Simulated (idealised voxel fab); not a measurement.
Process module heading - voxel self aligned contacts
Xsec cut, 265 nm wide, square cell size 5 nm.
Think of the cross-section as a grid of square cells. We describe it in bands, top to bottom, and each band covers one or more rows of those cells.
First you get the band's top height and its bottom height, in nm, and then the materials it's made of, left to right, with each width in nm. If you see a single material with "everywhere", that one covers the band edge to edge. "blank" is empty space.
Basically, 0 is our baseline, since under it the wafer straight out of the box is all one material. The bottom band has no lower end and keeps on going down, so it looks like "0 nm and below".
The expression "30 to 40" gives the width at the extremes of the band, the first number at its top row of cells and the second at its bottom row, with the width changing by equal amounts from each row to the next in between.
No cell of the cross-section changed in a step that is given as "nothing was modified".
Enclosed void listing: empty space of 8 cells or more with no open way to the top, each as width x height at its distance from the left edge, in nm
Note: text after step settings on the step line = simulator remark on that step.
Each step line may optionally specify "overlay nm", which for a step with a mask gives the rightward distance between the mask's planned place and where it lay, a negative value indicating the leftward direction.
**Intended process steps**
step 1: RECEIVE, material Si
step 2: CONFORMAL_DEP, material SiO2, thk nm 5
step 3: DIRECTIONAL_DEP, material polySi, thk nm 25
step 4: DIRECTIONAL_DEP, material SiN, thk nm 20
step 5: DIRECTIONAL_DEP, material aC, thk nm 10
step 6: PATTERN, tone cover, mask id GATE, material resist, width nm 25, pitch nm 70, thk nm 30, overlay nm 0
step 7: DIRECTIONAL_ETCH, etch materials aC, depth nm 10
step 8: STRIP, etch materials resist
step 9: DIRECTIONAL_ETCH, etch materials SiN, depth nm 20
step 10: DIRECTIONAL_ETCH, etch materials polySi, depth nm 25
step 11: STRIP, etch materials aC
step 12: CONFORMAL_DEP, material SiN, thk nm 10
step 13: DIRECTIONAL_ETCH, etch materials SiN, depth nm 10
step 14: FILL_DEP, material SiO2, thk nm 15
step 15: CMP, height nm 55
step 16: DIRECTIONAL_DEP, material aC, thk nm 15
step 17: PATTERN, tone open, mask id CONTACT, material resist, width nm 55, thk nm 35, overlay nm 0
step 18: DIRECTIONAL_ETCH, etch materials aC, depth nm 15
step 19: STRIP, etch materials resist
step 20: DIRECTIONAL_ETCH, etch materials SiO2, depth nm 55
step 21: STRIP, etch materials aC
step 22: CONFORMAL_DEP, material TiN, thk nm 5
step 23: FILL_DEP, material Ru, thk nm 10
step 24: CMP, height nm 55
step 25: CONFORMAL_DEP, material SiN, thk nm 5
**Received-state cross-section, reflecting completion of step 1**
  0 nm and below: Si everywhere
  Enclosed void listing: none
**First of two wafers: cross-section at end of module, run per plan**
  60 nm to 55 nm: SiN everywhere
  55 nm to 50 nm: 105 nm SiO2  20 nm TiN  15 nm Ru  20 nm TiN  105 nm SiO2
  50 nm to 30 nm: 75 nm SiO2  45 nm SiN  5 nm TiN  15 nm Ru  5 nm TiN  45 nm SiN  75 nm SiO2
  30 nm to 5 nm: 75 nm SiO2  10 nm SiN  25 nm polySi  10 nm SiN  5 nm TiN  15 nm Ru  5 nm TiN  10 nm SiN  25 nm polySi  10 nm SiN  75 nm SiO2
  5 nm to 0 nm: 120 nm SiO2  25 nm TiN  120 nm SiO2
  0 nm and below: Si everywhere
  Enclosed void listing: none
**second wafer at the end: like start, like plan, one mistake**
  60 nm to 55 nm: SiN everywhere
  55 nm to 35 nm: 75 nm SiO2  10 nm SiN  25 nm polySi  10 nm SiN  5 nm TiN  15 nm Ru  5 nm TiN  10 nm SiN  25 nm polySi  10 nm SiN  75 nm SiO2
  35 nm to 30 nm: 75 nm SiO2  10 nm SiN  25 nm polySi  10 nm SiN  25 nm TiN  10 nm SiN  25 nm polySi  10 nm SiN  75 nm SiO2
  30 nm to 5 nm: polySi everywhere
  5 nm to 0 nm: SiO2 everywhere
  0 nm and below: Si everywhere
  Enclosed void listing: none
what went wrong: step 3 of the plan was executed twice over
Final cells, second wafer relative to first, materials higher or lower: 18 fewer of Ru | 72 fewer of SiN | 157 fewer of SiO2 | 18 fewer of TiN | 265 more of polySi
